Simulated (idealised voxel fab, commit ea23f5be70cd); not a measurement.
process module | voxel self aligned contacts
cross-section cut | 145 nm wide | cells 5 nm
A cross-section is a grid of square cells, given in bands from the top down. A band is one or more rows of cells.
Each band's line starts with the height of the band's top and of its bottom, in nm. Then come its materials from left to right, each with its width in nm. One material with "throughout" fills the band from edge to edge. "air" is empty space.
Height 0 is the level under which the wafer as received is all one material. The lowest band goes on downwards, as in "0 down".
A width such as "30 to 40" changes by the same amount from each row of cells to the next, from the band's top row to its bottom row.
"no change" after a step means that no cell of the cross-section changed.
closed voids: empty space of 8 cells or more with no open way to the top, each as width x height at its distance from the left edge, in nm
after a step's settings: what the simulator itself notes on the step
overlay nm, on a step with a mask: how far to the right of its planned place the mask lay; to the left if negative
plan
1 op RECEIVE | material Si
2 op CONFORMAL_DEP | material SiO2 | thk nm 5
3 op DIRECTIONAL_DEP | material polySi | thk nm 30
4 op DIRECTIONAL_DEP | material SiN | thk nm 20
5 op MASKED_ETCH | tone cover | mask id GATE | width nm 25 | pitch nm 60 | etch materials SiN | depth nm 20 | overlay nm 0
6 op MASKED_ETCH | tone cover | mask id GATE | width nm 25 | pitch nm 60 | etch materials polySi | depth nm 30 | overlay nm 0
7 op CONFORMAL_DEP | material SiN | thk nm 5
8 op DIRECTIONAL_ETCH | etch materials SiN | depth nm 5
9 op FILL_DEP | material SiO2 | thk nm 20
10 op CMP | height nm 65
11 op DIRECTIONAL_DEP | material aC | thk nm 15
12 op PATTERN | tone open | mask id CONTACT | material resist | width nm 45 | thk nm 30 | overlay nm 0
13 op DIRECTIONAL_ETCH | etch materials aC | depth nm 15
14 op STRIP | etch materials resist
15 op DIRECTIONAL_ETCH | etch materials SiO2 | depth nm 65
16 op STRIP | etch materials aC
17 op CONFORMAL_DEP | material TiN | thk nm 5
18 op FILL_DEP | material Ru | thk nm 5
19 op CMP | height nm 65
20 op CONFORMAL_DEP | material SiN | thk nm 5
as received, after step 1
  0 down: Si throughout
  closed voids: none
first wafer at the end, as planned
  70 to 65: SiN throughout
  65 to 55: SiO2 50 | TiN 5 to 15 | Ru 35 to 15 | TiN 5 to 15 | SiO2 50
  55 to 35: SiO2 25 | SiN 35 | TiN 5 | Ru 15 | TiN 5 | SiN 35 | SiO2 25
  35 to 5: SiO2 25 | SiN 5 | polySi 25 | SiN 5 | TiN 5 | Ru 15 | TiN 5 | SiN 5 | polySi 25 | SiN 5 | SiO2 25
  5 to 0: SiO2 60 | TiN 25 | SiO2 60
  0 down: Si throughout
  closed voids: none
second wafer at the end: like start, like plan, one mistake
  70 to 65: SiN throughout
  65 to 55: SiO2 50 | TiN 5 | Ru 35 | TiN 5 | SiO2 50
  55 to 50: SiO2 50 | TiN 15 | Ru 15 | TiN 15 | SiO2 50
  50 to 30: SiO2 25 | SiN 35 | TiN 5 | Ru 15 | TiN 5 | SiN 35 | SiO2 25
  30 to 5: SiO2 25 | SiN 5 | polySi 25 | SiN 5 | TiN 5 | Ru 15 | TiN 5 | SiN 5 | polySi 25 | SiN 5 | SiO2 25
  5 to 0: SiO2 25 | SiN 5 | polySi 25 | SiN 5 | TiN 25 | SiN 5 | polySi 25 | SiN 5 | SiO2 25
  0 down: Si throughout
  closed voids: none
what went wrong: step 2 was left out
at the end the second wafer has, in cells: 4 more of Ru | 4 fewer of SiO2
